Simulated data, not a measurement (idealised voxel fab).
process module | voxel air gaps
cross-section cut | 170 nm wide | cells 5 nm
A cross-section is a grid of square cells, given in bands from the top down. A band is one or more rows of cells.
Each band's line starts with the height of the band's top and of its bottom, in nm. Then come its materials from left to right, each with its width in nm. One material with "throughout" fills the band from edge to edge. "air" is empty space.
Height 0 is the level under which the wafer as received is all one material. The lowest band goes on downwards, as in "0 down".
A width such as "30 to 40" changes by the same amount from each row of cells to the next, from the band's top row to its bottom row.
"no change" after a step means that no cell of the cross-section changed.
closed voids: empty space of 8 cells or more with no open way to the top, each as width x height at its distance from the left edge, in nm
after a step's settings: what the simulator itself notes on the step
overlay nm, on a step with a mask: how far to the right of its planned place the mask lay; to the left if negative
plan
1 op RECEIVE | material Si
2 op CONFORMAL_DEP | material SiO2 | thk nm 15
3 op CONFORMAL_DEP | material SiCN | thk nm 5
4 op DIRECTIONAL_DEP | material lowk | thk nm 30
5 op MASKED_ETCH | tone open | mask id LINES | width nm 15 | pitch nm 45 | etch materials lowk | depth nm 30 | overlay nm 0
6 op CONFORMAL_DEP | material TiN | thk nm 5
7 op FILL_DEP | material Cu | thk nm 10
8 op CMP | height nm 50
9 op EPI | material Ru | thk nm 10
10 op SELECTIVE_ETCH | etch materials lowk | depth nm 40
11 op CONFORMAL_DEP | material SiCN | thk nm 5
first wafer, as planned
as received, after step 1
  0 down: Si throughout
  closed voids: none
after step 2
  15 to 0: SiO2 throughout
  below 0: unchanged
after step 3
  20 to 15: SiCN throughout
  below 15: unchanged
after step 4
  50 to 20: lowk throughout
  below 20: unchanged
after step 5
  50 to 20: lowk 30 | air 15 | lowk 30 | air 15 | lowk 30 | air 15 | lowk 35
  below 20: unchanged
after step 6
  55 to 50: TiN 35 | air 5 | TiN 40 | air 5 | TiN 40 | air 5 | TiN 40
  50 to 25: lowk 30 | TiN 5 | air 5 | TiN 5 | lowk 30 | TiN 5 | air 5 | TiN 5 | lowk 30 | TiN 5 | air 5 | TiN 5 | lowk 35
  25 to 20: lowk 30 | TiN 15 | lowk 30 | TiN 15 | lowk 30 | TiN 15 | lowk 35
  below 20: unchanged
after step 7
  65 to 55: Cu throughout
  55 to 50: TiN 35 | Cu 5 | TiN 40 | Cu 5 | TiN 40 | Cu 5 | TiN 40
  50 to 25: lowk 30 | TiN 5 | Cu 5 | TiN 5 | lowk 30 | TiN 5 | Cu 5 | TiN 5 | lowk 30 | TiN 5 | Cu 5 | TiN 5 | lowk 35
  below 25: unchanged
after step 8
  50 to 25: lowk 30 | TiN 5 | Cu 5 | TiN 5 | lowk 30 | TiN 5 | Cu 5 | TiN 5 | lowk 30 | TiN 5 | Cu 5 | TiN 5 | lowk 35
  below 25: unchanged
after step 9
  60 to 50: air 20 | Ru 35 | air 10 | Ru 35 | air 10 | Ru 35 | air 25
  below 50: unchanged
after step 10
  60 to 50: air 20 | Ru 35 | air 10 | Ru 35 | air 10 | Ru 35 | air 25
  50 to 25: air 30 | TiN 5 | Cu 5 | TiN 5 | air 30 | TiN 5 | Cu 5 | TiN 5 | air 30 | TiN 5 | Cu 5 | TiN 5 | air 35
  25 to 20: air 30 | TiN 15 | air 30 | TiN 15 | air 30 | TiN 15 | air 35
  below 20: unchanged
after step 11
  65 to 60: air 15 | SiCN 135 | air 20
  60 to 50: air 15 | SiCN 5 | Ru 35 | SiCN 10 | Ru 35 | SiCN 10 | Ru 35 | SiCN 5 | air 20
  50 to 45: air 15 | SiCN 15 | TiN 5 | Cu 5 | TiN 5 | SiCN 30 | TiN 5 | Cu 5 | TiN 5 | SiCN 30 | TiN 5 | Cu 5 | TiN 5 | SiCN 15 | air 20
  45 to 25: air 25 | SiCN 5 | TiN 5 | Cu 5 | TiN 5 | SiCN 5 | air 20 | SiCN 5 | TiN 5 | Cu 5 | TiN 5 | SiCN 5 | air 20 | SiCN 5 | TiN 5 | Cu 5 | TiN 5 | SiCN 5 | air 30
  25 to 20: SiCN 30 | TiN 15 | SiCN 30 | TiN 15 | SiCN 30 | TiN 15 | SiCN 35
  below 20: unchanged
  closed voids: 20 x 20 at 50; 20 x 20 at 95
second wafer: like start, like plan, one mistake. Through step 1 it matches the first wafer
when step 2 should have ended
  15 to 0: lowk throughout
  below 0: unchanged
when step 3 should have ended
  20 to 15: SiCN throughout
  below 15: unchanged
when step 4 should have ended
  50 to 20: lowk throughout
  below 20: unchanged
when step 5 should have ended
  50 to 20: lowk 30 | air 15 | lowk 30 | air 15 | lowk 30 | air 15 | lowk 35
  below 20: unchanged
when step 6 should have ended
  55 to 50: TiN 35 | air 5 | TiN 40 | air 5 | TiN 40 | air 5 | TiN 40
  50 to 25: lowk 30 | TiN 5 | air 5 | TiN 5 | lowk 30 | TiN 5 | air 5 | TiN 5 | lowk 30 | TiN 5 | air 5 | TiN 5 | lowk 35
  25 to 20: lowk 30 | TiN 15 | lowk 30 | TiN 15 | lowk 30 | TiN 15 | lowk 35
  below 20: unchanged
when step 7 should have ended
  65 to 55: Cu throughout
  55 to 50: TiN 35 | Cu 5 | TiN 40 | Cu 5 | TiN 40 | Cu 5 | TiN 40
  50 to 25: lowk 30 | TiN 5 | Cu 5 | TiN 5 | lowk 30 | TiN 5 | Cu 5 | TiN 5 | lowk 30 | TiN 5 | Cu 5 | TiN 5 | lowk 35
  below 25: unchanged
when step 8 should have ended
  50 to 25: lowk 30 | TiN 5 | Cu 5 | TiN 5 | lowk 30 | TiN 5 | Cu 5 | TiN 5 | lowk 30 | TiN 5 | Cu 5 | TiN 5 | lowk 35
  below 25: unchanged
when step 9 should have ended
  60 to 50: air 20 | Ru 35 | air 10 | Ru 35 | air 10 | Ru 35 | air 25
  below 50: unchanged
when step 10 should have ended
  60 to 50: air 20 | Ru 35 | air 10 | Ru 35 | air 10 | Ru 35 | air 25
  50 to 25: air 30 | TiN 5 | Cu 5 | TiN 5 | air 30 | TiN 5 | Cu 5 | TiN 5 | air 30 | TiN 5 | Cu 5 | TiN 5 | air 35
  25 to 20: air 30 | TiN 15 | air 30 | TiN 15 | air 30 | TiN 15 | air 35
  below 20: unchanged
when step 11 should have ended
  65 to 60: air 15 | SiCN 135 | air 20
  60 to 50: air 15 | SiCN 5 | Ru 35 | SiCN 10 | Ru 35 | SiCN 10 | Ru 35 | SiCN 5 | air 20
  50 to 45: air 15 | SiCN 15 | TiN 5 | Cu 5 | TiN 5 | SiCN 30 | TiN 5 | Cu 5 | TiN 5 | SiCN 30 | TiN 5 | Cu 5 | TiN 5 | SiCN 15 | air 20
  45 to 25: air 25 | SiCN 5 | TiN 5 | Cu 5 | TiN 5 | SiCN 5 | air 20 | SiCN 5 | TiN 5 | Cu 5 | TiN 5 | SiCN 5 | air 20 | SiCN 5 | TiN 5 | Cu 5 | TiN 5 | SiCN 5 | air 30
  25 to 20: SiCN 30 | TiN 15 | SiCN 30 | TiN 15 | SiCN 30 | TiN 15 | SiCN 35
  below 20: unchanged
  closed voids: 20 x 20 at 50; 20 x 20 at 95
what went wrong: step 2 ran as: op CONFORMAL_DEP | material lowk | thk nm 15
at the end the second wafer has, in cells: 102 fewer of SiO2 | 102 more of lowk
